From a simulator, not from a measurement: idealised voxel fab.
process module | voxel self aligned vias
cross-section cut | 175 nm wide | cells 5 nm
A cross-section is a grid of square cells, given in bands from the top down. A band is one or more rows of cells.
Each band's line starts with the height of the band's top and of its bottom, in nm. Then come its materials from left to right, each with its width in nm. One material with "throughout" fills the band from edge to edge. "air" is empty space.
Height 0 is the level under which the wafer as received is all one material. The lowest band goes on downwards, as in "0 down".
A width such as "30 to 40" changes by the same amount from each row of cells to the next, from the band's top row to its bottom row.
"no change" after a step means that no cell of the cross-section changed.
closed voids: empty space of 8 cells or more with no open way to the top, each as width x height at its distance from the left edge, in nm
after a step's settings: what the simulator itself notes on the step
overlay nm, on a step with a mask: how far to the right of its planned place the mask lay; to the left if negative
Each pair below shows a cross-section before one step and the cross-section after it, down to the lowest band that changed. The line under each pair gives the step between them, with its settings. The pairs can come from different runs of this module on the same starting wafer, so a pair continues from the pair above only where its "before" says so.
before
  70 to 60: W throughout
  60 to 55: TiN 35 | W 35 | TiN 105
  55 to 45: SiO2 30 | TiN 5 | W 35 | TiN 5 | SiO2 100
  45 to 40: SiO2 30 | TiN 10 | W 20 | TiN 15 | SiO2 100
  40 to 35: SiO2 35 | TiN 5 | W 20 | TiN 5 | SiO2 40 | SiN 30 | SiO2 40
  35 to 30: SiO2 35 | TiN 30 | SiO2 40 | SiN 30 | SiO2 40
  30 to 25: SiO2 35 | TiN 5 | Ru 20 | TiN 5 | SiO2 40 | TiN 5 | Ru 20 | TiN 5 | SiO2 40
  25 to 20: SiO2 35 | TiN 30 | SiO2 40 | TiN 30 | SiO2 40
  20 to 15: SiCN throughout
  15 to 0: SiO2 throughout
  0 down: Si throughout
  closed voids: none
after
  55 to 45: SiO2 30 | TiN 5 | W 35 | TiN 5 | SiO2 100
  below 45: unchanged
  closed voids: none
the step between: op CMP | height nm 55
before: the cross-section after the pair above
after
  60 to 55: SiN throughout
  below 55: unchanged
  closed voids: none
the step between: op CONFORMAL_DEP | material SiN | thk nm 5
before
  55 to 40: aC throughout
  40 to 20: SiO2 throughout
  20 to 15: SiCN throughout
  15 to 0: SiO2 throughout
  0 down: Si throughout
  closed voids: none
after
  90 to 55: resist 30 | air 30 | resist 40 | air 30 | resist 45
  below 55: unchanged
  closed voids: none
the step between: op PATTERN | tone open | mask id LINES | material resist | width nm 30 | pitch nm 70 | thk nm 35 | overlay nm -5
before: the cross-section after the pair above
after
  75 to 55: resist 30 | air 30 | resist 40 | air 30 | resist 45
  55 to 40: aC 30 | air 30 | aC 40 | air 30 | aC 45
  below 40: unchanged
  closed voids: none
the step between: op DIRECTIONAL_ETCH | etch materials aC | depth nm 15
before: the cross-section after the pair above
after
  55 to 40: aC 30 | air 30 | aC 40 | air 30 | aC 45
  below 40: unchanged
  closed voids: none
the step between: op STRIP | etch materials resist
before: the cross-section after the pair above
after
  55 to 40: aC 30 | air 30 | aC 40 | air 30 | aC 45
  40 to 20: SiO2 30 | air 30 | SiO2 40 | air 30 | SiO2 45
  below 20: unchanged
  closed voids: none
the step between: op DIRECTIONAL_ETCH | etch materials SiO2 | depth nm 20
before: the cross-section after the pair above
after
  40 to 20: SiO2 30 | air 30 | SiO2 40 | air 30 | SiO2 45
  below 20: unchanged
  closed voids: none
the step between: op STRIP | etch materials aC
before: the cross-section after the pair above
after
  45 to 40: TiN 35 | air 20 | TiN 50 | air 20 | TiN 50
  40 to 25: SiO2 30 | TiN 5 | air 20 | TiN 5 | SiO2 40 | TiN 5 | air 20 | TiN 5 | SiO2 45
  25 to 20: SiO2 30 | TiN 30 | SiO2 40 | TiN 30 | SiO2 45
  below 20: unchanged
  closed voids: none
the step between: op CONFORMAL_DEP | material TiN | thk nm 5
before: the cross-section after the pair above
after
  55 to 45: Ru throughout
  45 to 40: TiN 35 | Ru 20 | TiN 50 | Ru 20 | TiN 50
  40 to 25: SiO2 30 | TiN 5 | Ru 20 | TiN 5 | SiO2 40 | TiN 5 | Ru 20 | TiN 5 | SiO2 45
  below 25: unchanged
  closed voids: none
the step between: op FILL_DEP | material Ru | thk nm 10
before: the cross-section after the pair above
after
  40 to 25: SiO2 30 | TiN 5 | Ru 20 | TiN 5 | SiO2 40 | TiN 5 | Ru 20 | TiN 5 | SiO2 45
  below 25: unchanged
  closed voids: none
the step between: op CMP | height nm 40
before: the cross-section after the pair above
after
  40 to 30: SiO2 30 | air 30 | SiO2 40 | air 30 | SiO2 45
  below 30: unchanged
  closed voids: none
the step between: op SELECTIVE_ETCH | etch materials W Ru TiN | depth nm 10
before: the cross-section after the pair above
after
  45 to 40: SiN throughout
  40 to 30: SiO2 30 | SiN 30 | SiO2 40 | SiN 30 | SiO2 45
  below 30: unchanged
  closed voids: none
the step between: op FILL_DEP | material SiN | thk nm 5
before: the cross-section after the pair above
after
  40 to 30: SiO2 30 | SiN 30 | SiO2 40 | SiN 30 | SiO2 45
  below 30: unchanged
  closed voids: none
the step between: op CMP | height nm 40
before: the cross-section after the pair above
after
  55 to 40: SiO2 throughout
  below 40: unchanged
  closed voids: none
the step between: op DIRECTIONAL_DEP | material SiO2 | thk nm 15
before: the cross-section after the pair above
after
  65 to 55: aC throughout
  below 55: unchanged
  closed voids: none
the step between: op DIRECTIONAL_DEP | material aC | thk nm 10
before: the cross-section after the pair above
after
  95 to 65: resist 25 | air 50 | resist 100
  below 65: unchanged
  closed voids: none
the step between: op PATTERN | tone open | mask id VIAS | material resist | width nm 50 | thk nm 30 | overlay nm 0
before: the cross-section after the pair above
after
  85 to 65: resist 25 | air 50 | resist 100
  65 to 55: aC 25 | air 50 | aC 100
  below 55: unchanged
  closed voids: none
the step between: op DIRECTIONAL_ETCH | etch materials aC | depth nm 10
before: the cross-section after the pair above
after
  65 to 55: aC 25 | air 50 | aC 100
  below 55: unchanged
  closed voids: none
the step between: op STRIP | etch materials resist
before: the cross-section after the pair above
after
  65 to 55: aC 25 | air 50 | aC 100
  55 to 40: SiO2 25 | air 50 | SiO2 100
  below 40: unchanged
  closed voids: none
the step between: op DIRECTIONAL_ETCH | etch materials SiO2 | depth nm 15
before: the cross-section after the pair above
after
  65 to 55: aC 25 | air 50 | aC 100
  55 to 40: SiO2 25 | air 50 | SiO2 100
  40 to 30: SiO2 30 | air 30 | SiO2 40 | SiN 30 | SiO2 45
  below 30: unchanged
  closed voids: none
the step between: op DIRECTIONAL_ETCH | etch materials SiN | depth nm 10
before: the cross-section after the pair above
after
  55 to 40: SiO2 25 | air 50 | SiO2 100
  below 40: unchanged
  closed voids: none
the step between: op STRIP | etch materials aC
before: the cross-section after the pair above
after
  60 to 55: TiN 30 | air 40 | TiN 105
  55 to 45: SiO2 25 | TiN 5 | air 40 | TiN 5 | SiO2 100
  45 to 40: SiO2 25 | TiN 10 | air 20 | TiN 20 | SiO2 100
  40 to 35: SiO2 30 | TiN 5 | air 20 | TiN 5 | SiO2 40 | SiN 30 | SiO2 45
  35 to 30: SiO2 30 | TiN 30 | SiO2 40 | SiN 30 | SiO2 45
  below 30: unchanged
  closed voids: none
the step between: op CONFORMAL_DEP | material TiN | thk nm 5
before: the cross-section after the pair above
after
  70 to 60: W throughout
  60 to 55: TiN 30 | W 40 | TiN 105
  55 to 45: SiO2 25 | TiN 5 | W 40 | TiN 5 | SiO2 100
  45 to 40: SiO2 25 | TiN 10 | W 20 | TiN 20 | SiO2 100
  40 to 35: SiO2 30 | TiN 5 | W 20 | TiN 5 | SiO2 40 | SiN 30 | SiO2 45
  below 35: unchanged
  closed voids: none
the step between: op FILL_DEP | material W | thk nm 10
before: the cross-section after the pair above
after
  55 to 45: SiO2 25 | TiN 5 | W 40 | TiN 5 | SiO2 100
  below 45: unchanged
  closed voids: none
the step between: op CMP | height nm 55
before: the cross-section after the pair above
after
  60 to 55: SiN throughout
  below 55: unchanged
  closed voids: none
the step between: op CONFORMAL_DEP | material SiN | thk nm 5
before
  55 to 45: SiO2 25 | TiN 5 | W 40 | TiN 5 | SiO2 100
  45 to 40: SiO2 25 | TiN 15 | W 20 | TiN 15 | SiO2 100
  40 to 35: SiO2 35 | TiN 5 | W 20 | TiN 5 | SiO2 40 | SiN 30 | SiO2 40
  35 to 30: SiO2 35 | TiN 30 | SiO2 40 | SiN 30 | SiO2 40
  30 to 25: SiO2 35 | TiN 5 | Ru 20 | TiN 5 | SiO2 40 | TiN 5 | Ru 20 | TiN 5 | SiO2 40
  25 to 20: SiO2 35 | TiN 30 | SiO2 40 | TiN 30 | SiO2 40
  20 to 15: SiCN throughout
  15 to 0: SiO2 throughout
  0 down: Si throughout
  closed voids: none
after
  60 to 55: SiCN throughout
  below 55: unchanged
  closed voids: none
the step between: op CONFORMAL_DEP | material SiCN | thk nm 5
before
  65 to 55: aC throughout
  55 to 40: SiO2 throughout
  40 to 30: SiO2 35 | SiN 30 | SiO2 40 | SiN 30 | SiO2 40
  30 to 25: SiO2 35 | TiN 5 | Ru 20 | TiN 5 | SiO2 40 | TiN 5 | Ru 20 | TiN 5 | SiO2 40
  25 to 20: SiO2 35 | TiN 30 | SiO2 40 | TiN 30 | SiO2 40
  20 to 15: SiCN throughout
  15 to 0: SiO2 throughout
  0 down: Si throughout
  closed voids: none
after
  95 to 65: air 25 | resist 50 | air 100
  below 65: unchanged
  closed voids: none
the step between: op PATTERN | tone cover | mask id VIAS | material resist | width nm 50 | thk nm 30 | overlay nm 0
before: the cross-section after the pair above
after
  85 to 65: air 25 | resist 50 | air 100
  65 to 55: air 25 | aC 50 | air 100
  below 55: unchanged
  closed voids: none
the step between: op DIRECTIONAL_ETCH | etch materials aC | depth nm 10
before: the cross-section after the pair above
after
  65 to 55: air 25 | aC 50 | air 100
  below 55: unchanged
  closed voids: none
the step between: op STRIP | etch materials resist
before: the cross-section after the pair above
after
  65 to 55: air 25 | aC 50 | air 100
  55 to 40: air 25 | SiO2 50 | air 100
  below 40: unchanged
  closed voids: none
the step between: op DIRECTIONAL_ETCH | etch materials SiO2 | depth nm 15
before: the cross-section after the pair above
after
  65 to 55: air 25 | aC 50 | air 100
  55 to 40: air 25 | SiO2 50 | air 100
  40 to 30: SiO2 35 | SiN 30 | SiO2 40 | air 30 | SiO2 40
  below 30: unchanged
  closed voids: none
the step between: op DIRECTIONAL_ETCH | etch materials SiN | depth nm 10
before: the cross-section after the pair above
after
  55 to 40: air 25 | SiO2 50 | air 100
  below 40: unchanged
  closed voids: none
the step between: op STRIP | etch materials aC
before: the cross-section after the pair above
after
  60 to 55: air 20 | TiN 60 | air 95
  55 to 45: air 20 | TiN 5 | SiO2 50 | TiN 5 | air 95
  45 to 40: TiN 25 | SiO2 50 | TiN 35 | air 20 | TiN 45
  40 to 35: SiO2 35 | SiN 30 | SiO2 40 | TiN 5 | air 20 | TiN 5 | SiO2 40
  35 to 30: SiO2 35 | SiN 30 | SiO2 40 | TiN 30 | SiO2 40
  below 30: unchanged
  closed voids: none
the step between: op CONFORMAL_DEP | material TiN | thk nm 5
before: the cross-section after the pair above
after
  70 to 60: W throughout
  60 to 55: W 20 | TiN 60 | W 95
  55 to 45: W 20 | TiN 5 | SiO2 50 | TiN 5 | W 95
  45 to 40: TiN 25 | SiO2 50 | TiN 35 | W 20 | TiN 45
  40 to 35: SiO2 35 | SiN 30 | SiO2 40 | TiN 5 | W 20 | TiN 5 | SiO2 40
  below 35: unchanged
  closed voids: none
the step between: op FILL_DEP | material W | thk nm 10
before: the cross-section after the pair above
after
  55 to 45: W 20 | TiN 5 | SiO2 50 | TiN 5 | W 95
  below 45: unchanged
  closed voids: none
the step between: op CMP | height nm 55
before: the cross-section after the pair above
after
  60 to 55: SiN throughout
  below 55: unchanged
  closed voids: none
the step between: op CONFORMAL_DEP | material SiN | thk nm 5
